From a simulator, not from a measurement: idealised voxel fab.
This is a process module. Its name is voxel air gaps.
We display cut, a cross-section 215 nm in width whose square cells are each 5 nm.
Cross-section format: a grid of square cells, given as bands from top to bottom; each band is one or more rows of cells. A band entry consists of two parts. The first gives the height of the band's top and the height of its bottom, in nm. The rest lists the band's materials from left to right, each with its width in nm. A single material labelled with the word "all across" fills the band from edge to edge, and the word "blank" marks empty space. Basically, 0 is our baseline, since under it the wafer straight out of the box is all one material. The bottom band has no lower end and keeps on going down, so it looks like "top 0, no bottom". Width "30..40": first value at the band's top row of cells, second value at its bottom row, equal change from row to row. "identical to before" (step): cross-section cells unchanged, all of them. Listed in "Unvented cavities": every empty space of 8 or more cells without an open way to the top. Form: width x height at distance, the distance being from the left edge, all in nm. Text after the settings on a step's line: the simulator's own remark on that step. overlay nm: step with mask; distance mask lay right of planned place; negative value = left of planned place.

Plan:
1,RECEIVE (material Si)
2,CONFORMAL_DEP (material SiO2; thk nm 10)
3,CONFORMAL_DEP (material SiCN; thk nm 5)
4,DIRECTIONAL_DEP (material lowk; thk nm 35)
5,MASKED_ETCH (tone open; mask id LINES; width nm 20; pitch nm 50; etch materials lowk; depth nm 35; overlay nm 0)
6,CONFORMAL_DEP (material TiN; thk nm 5)
7,FILL_DEP (material Ru; thk nm 10)
8,CMP (height nm 50)
9,EPI (material Ru; thk nm 10)
10,SELECTIVE_ETCH (etch materials lowk; depth nm 45)
11,CONFORMAL_DEP (material SiCN; thk nm 5)

Wafer at receipt (post step 1), cross-section:
  top 0, no bottom: Si all across
  Unvented cavities: none

End-of-module XS, first of two wafers, run as planned:
  top 65, bottom 60: blank 5 nm / SiCN 200 nm / blank 10 nm
  top 60, bottom 50: blank 5 nm / SiCN 5 nm / Ru 40 nm / SiCN 10 nm / Ru 40 nm / SiCN 10 nm / Ru 40 nm / SiCN 10 nm / Ru 40 nm / SiCN 5 nm / blank 10 nm
  top 50, bottom 45: blank 5 nm / SiCN 15 nm / TiN 5 nm / Ru 10 nm / TiN 5 nm / SiCN 30 nm / TiN 5 nm / Ru 10 nm / TiN 5 nm / SiCN 30 nm / TiN 5 nm / Ru 10 nm / TiN 5 nm / SiCN 30 nm / TiN 5 nm / Ru 10 nm / TiN 5 nm / SiCN 15 nm / blank 10 nm
  top 45, bottom 20: blank 15 nm / SiCN 5 nm / TiN 5 nm / Ru 10 nm / TiN 5 nm / SiCN 5 nm / blank 20 nm / SiCN 5 nm / TiN 5 nm / Ru 10 nm / TiN 5 nm / SiCN 5 nm / blank 20 nm / SiCN 5 nm / TiN 5 nm / Ru 10 nm / TiN 5 nm / SiCN 5 nm / blank 20 nm / SiCN 5 nm / TiN 5 nm / Ru 10 nm / TiN 5 nm / SiCN 5 nm / blank 20 nm
  top 20, bottom 15: SiCN 20 nm / TiN 20 nm / SiCN 30 nm / TiN 20 nm / SiCN 30 nm / TiN 20 nm / SiCN 30 nm / TiN 20 nm / SiCN 25 nm
  top 15, bottom 10: SiCN all across
  top 10, bottom 0: SiO2 all across
  top 0, no bottom: Si all across
  Unvented cavities: 20 x 25 at 45; 20 x 25 at 95; 20 x 25 at 145

Wafer two, sectioned after the module: the first wafer's start, the first wafer's plan, and one mistake in how it was run:
  top 65, bottom 60: blank 5 nm / SiCN 200 nm / blank 10 nm
  top 60, bottom 50: blank 5 nm / SiCN 5 nm / Ru 40 nm / SiCN 10 nm / Ru 40 nm / SiCN 10 nm / Ru 40 nm / SiCN 10 nm / Ru 40 nm / SiCN 5 nm / blank 10 nm
  top 50, bottom 45: blank 5 nm / SiCN 15 nm / TiN 5 nm / Ru 10 nm / TiN 5 nm / SiCN 30 nm / TiN 5 nm / Ru 10 nm / TiN 5 nm / SiCN 30 nm / TiN 5 nm / Ru 10 nm / TiN 5 nm / SiCN 30 nm / TiN 5 nm / Ru 10 nm / TiN 5 nm / SiCN 15 nm / blank 10 nm
  top 45, bottom 20: blank 15 nm / SiCN 5 nm / TiN 5 nm / Ru 10 nm / TiN 5 nm / SiCN 5 nm / blank 20 nm / SiCN 5 nm / TiN 5 nm / Ru 10 nm / TiN 5 nm / SiCN 5 nm / blank 20 nm / SiCN 5 nm / TiN 5 nm / Ru 10 nm / TiN 5 nm / SiCN 5 nm / blank 20 nm / SiCN 5 nm / TiN 5 nm / Ru 10 nm / TiN 5 nm / SiCN 5 nm / blank 20 nm
  top 20, bottom 15: SiCN 20 nm / TiN 20 nm / SiCN 30 nm / TiN 20 nm / SiCN 30 nm / TiN 20 nm / SiCN 30 nm / TiN 20 nm / SiCN 25 nm
  top 15, bottom 5: SiO2 all across
  top 5, bottom 0: SiCN all across
  top 0, no bottom: Si all across
  Unvented cavities: 20 x 25 at 45; 20 x 25 at 95; 20 x 25 at 145
It is concluded that the wafer was processed incorrectly with respect to the plan, in that it was found that steps 2 and 3 of the process plan had been performed in exchanged positions
The concluding comparison shows that, measured in cells, each material is equally abundant on both wafers, albeit at different positions.
